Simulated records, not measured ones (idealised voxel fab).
process module | voxel released beams
cross-section cut | 250 nm wide | cells 5 nm
A cross-section is a grid of square cells, given in bands from the top down. A band is one or more rows of cells.
Each band's line starts with the height of the band's top and of its bottom, in nm. Then come its materials from left to right, each with its width in nm. One material with "throughout" fills the band from edge to edge. "air" is empty space.
Height 0 is the level under which the wafer as received is all one material. The lowest band goes on downwards, as in "0 down".
A width such as "30 to 40" changes by the same amount from each row of cells to the next, from the band's top row to its bottom row.
"no change" after a step means that no cell of the cross-section changed.
closed voids: empty space of 8 cells or more with no open way to the top, each as width x height at its distance from the left edge, in nm
after a step's settings: what the simulator itself notes on the step
overlay nm, on a step with a mask: how far to the right of its planned place the mask lay; to the left if negative
plan
1 op RECEIVE | material Si
2 op CONFORMAL_DEP | material SiN | thk nm 5
3 op DIRECTIONAL_DEP | material SiO2 | thk nm 10
4 op MASKED_ETCH | tone open | mask id ANCHOR | width nm 40 | etch materials SiO2 | depth nm 10 | overlay nm 0
5 op CONFORMAL_DEP | material polySi | thk nm 15
6 op DIRECTIONAL_DEP | material aC | thk nm 5
7 op PATTERN | tone cover | mask id BEAM | material resist | width nm 115 | thk nm 25 | overlay nm 0
8 op DIRECTIONAL_ETCH | etch materials aC | depth nm 10
9 op STRIP | etch materials resist
10 op DIRECTIONAL_ETCH | etch materials polySi | depth nm 15
11 op STRIP | etch materials aC
12 op STRIP | etch materials SiO2
varied across the wafers: thk nm of step 6. The plan shows the first wafer's value. All wafers start alike
first wafer as received, after step 1
  0 down: Si throughout
  closed voids: none
each wafer at the end: cells of each material gained (+) or lost (-) since it was received, then its closed voids
thk nm 5 | +50 SiN | +81 polySi | closed voids: none
thk nm 10 | +50 SiN | +81 polySi | closed voids: none
thk nm 15 | +50 SiN | +84 SiO2 | +162 polySi | closed voids: none
thk nm 20 | +50 SiN | +84 SiO2 | +162 polySi | closed voids: none
thk nm 25 | +50 SiN | +84 SiO2 | +162 polySi | closed voids: none
